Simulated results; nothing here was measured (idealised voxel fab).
Documented hereafter: the process module known as voxel trench capacitor.
Section cut is 190 nm wide and gridded with 5 nm square cells.
Cross-section format: a grid of square cells, given as bands from top to bottom; each band is one or more rows of cells.
Band entry format. Leading values: height of top, height of bottom, nm. Remainder: materials in left-to-right order, each with its width in nm. Special words: "throughout" on a single material, which then fills the band edge to edge; "empty", empty space.
Measure heights from 0. That's the level where, below it, the as-received wafer is all one material. The lowest band is bottomless and extends downward; write it as in "z 0 and below".
The notation "30..40" denotes a width that varies across the rows of cells in the band, beginning at the first number in the top row, finishing at the second number in the bottom row, and changing by an identical amount from each row to the next.
Key: "no alterations made" - step with no changed cell in the cross-section.
Empty spaces counting at least 8 cells and having no open way to the top are listed in "Closed voids list". The notation width x height at distance is used for each, the distance being from the left edge and all three values in nm.
Post-settings text on a step line: simulator's own remark regarding the step.
When a step includes a mask, the "overlay nm" setting on its line states how far to the right of its planned place that mask lay, and negative values state how far to the left.

Process steps (planned):
1,RECEIVE, material Si
2,CONFORMAL_DEP, material SiN, thk nm 5
3,PATTERN, tone open, mask id TRENCH, material resist, width nm 25, pitch nm 55, thk nm 20, overlay nm 0
4,DIRECTIONAL_ETCH, etch materials SiN, depth nm 5
5,DIRECTIONAL_ETCH, etch materials Si, depth nm 35
6,STRIP, etch materials resist
7,CONFORMAL_DEP, material HfO2, thk nm 5
8,CONFORMAL_DEP, material TiN, thk nm 5
9,FILL_DEP, material W, thk nm 5
10,CMP, height nm 5

First of two wafers - as planned:

Step 1 complete: cross-section of the wafer as received:
    z 0 and below  Si throughout
    Closed voids list: none

Cross-sectional representation of the wafer at the conclusion of step 2:
    z 5 to 0  SiN throughout
    Below 0, no change.

Cross-sectional representation of the wafer at the conclusion of step 3:
    z 25 to 5  resist 55 | empty 25 | resist 30 | empty 25 | resist 55
    Below 5, no change.

Cross-sectional representation of the wafer at the conclusion of step 4:
    z 25 to 5  resist 55 | empty 25 | resist 30 | empty 25 | resist 55
    z 5 to 0  SiN 55 | empty 25 | SiN 30 | empty 25 | SiN 55
    Below 0, no change.

Cross-sectional representation of the wafer at the conclusion of step 5:
    z 25 to 5  resist 55 | empty 25 | resist 30 | empty 25 | resist 55
    z 5 to 0  SiN 55 | empty 25 | SiN 30 | empty 25 | SiN 55
    z 0 to -35  Si 55 | empty 25 | Si 30 | empty 25 | Si 55
    Below -35, no change.

Cross-sectional representation of the wafer at the conclusion of step 6:
    z 5 to 0  SiN 55 | empty 25 | SiN 30 | empty 25 | SiN 55
    Below 0, no change.

Cross-sectional representation of the wafer at the conclusion of step 7:
    z 10 to 5  HfO2 60 | empty 15 | HfO2 40 | empty 15 | HfO2 60
    z 5 to 0  SiN 55 | HfO2 5 | empty 15 | HfO2 5 | SiN 30 | HfO2 5 | empty 15 | HfO2 5 | SiN 55
    z 0 to -30  Si 55 | HfO2 5 | empty 15 | HfO2 5 | Si 30 | HfO2 5 | empty 15 | HfO2 5 | Si 55
    z -30 to -35  Si 55 | HfO2 25 | Si 30 | HfO2 25 | Si 55
    Below -35, no change.

Cross-sectional representation of the wafer at the conclusion of step 8:
    z 15 to 10  TiN 65 | empty 5 | TiN 50 | empty 5 | TiN 65
    z 10 to 5  HfO2 60 | TiN 5 | empty 5 | TiN 5 | HfO2 40 | TiN 5 | empty 5 | TiN 5 | HfO2 60
    z 5 to 0  SiN 55 | HfO2 5 | TiN 5 | empty 5 | TiN 5 | HfO2 5 | SiN 30 | HfO2 5 | TiN 5 | empty 5 | TiN 5 | HfO2 5 | SiN 55
    z 0 to -25  Si 55 | HfO2 5 | TiN 5 | empty 5 | TiN 5 | HfO2 5 | Si 30 | HfO2 5 | TiN 5 | empty 5 | TiN 5 | HfO2 5 | Si 55
    z -25 to -30  Si 55 | HfO2 5 | TiN 15 | HfO2 5 | Si 30 | HfO2 5 | TiN 15 | HfO2 5 | Si 55
    Below -30, no change.

Cross-sectional representation of the wafer at the conclusion of step 9:
    z 20 to 15  W throughout
    z 15 to 10  TiN 65 | W 5 | TiN 50 | W 5 | TiN 65
    z 10 to 5  HfO2 60 | TiN 5 | W 5 | TiN 5 | HfO2 40 | TiN 5 | W 5 | TiN 5 | HfO2 60
    z 5 to 0  SiN 55 | HfO2 5 | TiN 5 | W 5 | TiN 5 | HfO2 5 | SiN 30 | HfO2 5 | TiN 5 | W 5 | TiN 5 | HfO2 5 | SiN 55
    z 0 to -25  Si 55 | HfO2 5 | TiN 5 | W 5 | TiN 5 | HfO2 5 | Si 30 | HfO2 5 | TiN 5 | W 5 | TiN 5 | HfO2 5 | Si 55
    Below -25, no change.

Cross-sectional representation of the wafer at the conclusion of step 10:
    z 5 to 0  SiN 55 | HfO2 5 | TiN 5 | W 5 | TiN 5 | HfO2 5 | SiN 30 | HfO2 5 | TiN 5 | W 5 | TiN 5 | HfO2 5 | SiN 55
    Below 0, no change.

Second wafer: same start and same plan as the first, one execution error; identical to the first through step 2:

Cross-section of the second wafer when, according to plan, step 3 should have finished:
    z 25 to 5  resist 50 | empty 25 | resist 30 | empty 25 | resist 60
    Below 5, no change.

Cross-section of the second wafer when, according to plan, step 4 should have finished:
    z 25 to 5  resist 50 | empty 25 | resist 30 | empty 25 | resist 60
    z 5 to 0  SiN 50 | empty 25 | SiN 30 | empty 25 | SiN 60
    Below 0, no change.

Cross-section of the second wafer when, according to plan, step 5 should have finished:
    z 25 to 5  resist 50 | empty 25 | resist 30 | empty 25 | resist 60
    z 5 to 0  SiN 50 | empty 25 | SiN 30 | empty 25 | SiN 60
    z 0 to -35  Si 50 | empty 25 | Si 30 | empty 25 | Si 60
    Below -35, no change.

Cross-section of the second wafer when, according to plan, step 6 should have finished:
    z 5 to 0  SiN 50 | empty 25 | SiN 30 | empty 25 | SiN 60
    Below 0, no change.

Cross-section of the second wafer when, according to plan, step 7 should have finished:
    z 10 to 5  HfO2 55 | empty 15 | HfO2 40 | empty 15 | HfO2 65
    z 5 to 0  SiN 50 | HfO2 5 | empty 15 | HfO2 5 | SiN 30 | HfO2 5 | empty 15 | HfO2 5 | SiN 60
    z 0 to -30  Si 50 | HfO2 5 | empty 15 | HfO2 5 | Si 30 | HfO2 5 | empty 15 | HfO2 5 | Si 60
    z -30 to -35  Si 50 | HfO2 25 | Si 30 | HfO2 25 | Si 60
    Below -35, no change.

Cross-section of the second wafer when, according to plan, step 8 should have finished:
    z 15 to 10  TiN 60 | empty 5 | TiN 50 | empty 5 | TiN 70
    z 10 to 5  HfO2 55 | TiN 5 | empty 5 | TiN 5 | HfO2 40 | TiN 5 | empty 5 | TiN 5 | HfO2 65
    z 5 to 0  SiN 50 | HfO2 5 | TiN 5 | empty 5 | TiN 5 | HfO2 5 | SiN 30 | HfO2 5 | TiN 5 | empty 5 | TiN 5 | HfO2 5 | SiN 60
    z 0 to -25  Si 50 | HfO2 5 | TiN 5 | empty 5 | TiN 5 | HfO2 5 | Si 30 | HfO2 5 | TiN 5 | empty 5 | TiN 5 | HfO2 5 | Si 60
    z -25 to -30  Si 50 | HfO2 5 | TiN 15 | HfO2 5 | Si 30 | HfO2 5 | TiN 15 | HfO2 5 | Si 60
    Below -30, no change.

Cross-section of the second wafer when, according to plan, step 9 should have finished:
    z 20 to 15  W throughout
    z 15 to 10  TiN 60 | W 5 | TiN 50 | W 5 | TiN 70
    z 10 to 5  HfO2 55 | TiN 5 | W 5 | TiN 5 | HfO2 40 | TiN 5 | W 5 | TiN 5 | HfO2 65
    z 5 to 0  SiN 50 | HfO2 5 | TiN 5 | W 5 | TiN 5 | HfO2 5 | SiN 30 | HfO2 5 | TiN 5 | W 5 | TiN 5 | HfO2 5 | SiN 60
    z 0 to -25  Si 50 | HfO2 5 | TiN 5 | W 5 | TiN 5 | HfO2 5 | Si 30 | HfO2 5 | TiN 5 | W 5 | TiN 5 | HfO2 5 | Si 60
    Below -25, no change.

Cross-section of the second wafer when, according to plan, step 10 should have finished:
    z 5 to 0  SiN 50 | HfO2 5 | TiN 5 | W 5 | TiN 5 | HfO2 5 | SiN 30 | HfO2 5 | TiN 5 | W 5 | TiN 5 | HfO2 5 | SiN 60
    Below 0, no change.
Deviation from plan: step 3 ran with different settings than intended, the actual operation and settings being PATTERN, tone open, mask id TRENCH, material resist, width nm 25, pitch nm 55, thk nm 20, overlay nm -5
Final state: per-material cell counts identical on both wafers; locations differ.
